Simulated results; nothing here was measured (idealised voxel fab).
The process module presented herein is designated voxel trench capacitor.
For reference, the cross-section in this document is cut, with width 215 nm and square cells of 5 nm.
A cross-section is a grid of square cells, given in bands from the top down. A band is one or more rows of cells. Top, bottom (nm), then materials left to right with widths (nm); lone material tagged "everywhere" fills the whole band edge to edge; "empty" = empty space. Heights are reckoned from 0. Under this level, the received wafer is all of one material. The bottommost band is open-ended downward, for example "0..down". The width entry "30..40" should be interpreted row by row: the top row of cells in the band takes the first number, the bottom row takes the second number, and the change between adjacent rows is uniform throughout. It should be understood that the words "nothing different", when stated for a given step, signify that the cross-section underwent no change in any of its cells during that step. "Unvented cavities" contains a list of empty spaces, each no smaller than 8 cells and without an open way to the top, written in the form width x height at distance with the distance from the left edge and all three in nm. On a step's line, text after the settings is the simulator commenting on that step. "overlay nm" denotes, for a step that has a mask, the displacement of the mask to the right of its planned place, with negative values corresponding to the left.
Listed below are the process steps as planned:
1,RECEIVE with material Si
2,CONFORMAL_DEP with material SiN, thk nm 10
3,DIRECTIONAL_DEP with material aC, thk nm 15
4,PATTERN with tone open, mask id TRENCH, material resist, width nm 30, pitch nm 50, thk nm 30, overlay nm 0
5,DIRECTIONAL_ETCH with etch materials aC, depth nm 5
6,STRIP with etch materials resist
7,DIRECTIONAL_ETCH with etch materials SiN, depth nm 10
8,DIRECTIONAL_ETCH with etch materials Si, depth nm 35
9,STRIP with etch materials aC
10,CONFORMAL_DEP with material HfO2, thk nm 5
11,CONFORMAL_DEP with material TiN, thk nm 5
12,FILL_DEP with material W, thk nm 10
13,CMP with height nm 10
The value of depth nm given for step 5 in the plan refers to the first wafer; the wafers vary in this setting and are alike at the start.
Cross-sectional view of the first of several wafers in the as-received condition, corresponding to the state following step 1:
> 0..down | Si everywhere
> Unvented cavities: none
Where each wafer stands at the end of the module, a row apiece: cells of each material gained (+) or lost (-) since it was received, then closed voids:
depth nm 5 | +86 SiN | Unvented cavities: none
depth nm 10 | +86 SiN | Unvented cavities: none
depth nm 15 | +88 HfO2 | -168 Si | +38 SiN | +72 TiN | +56 W | Unvented cavities: none
depth nm 20 | +88 HfO2 | -168 Si | +38 SiN | +72 TiN | +56 W | Unvented cavities: none
depth nm 25 | +88 HfO2 | -168 Si | +38 SiN | +72 TiN | +56 W | Unvented cavities: none
depth nm 30 | +88 HfO2 | -168 Si | +38 SiN | +72 TiN | +56 W | Unvented cavities: none
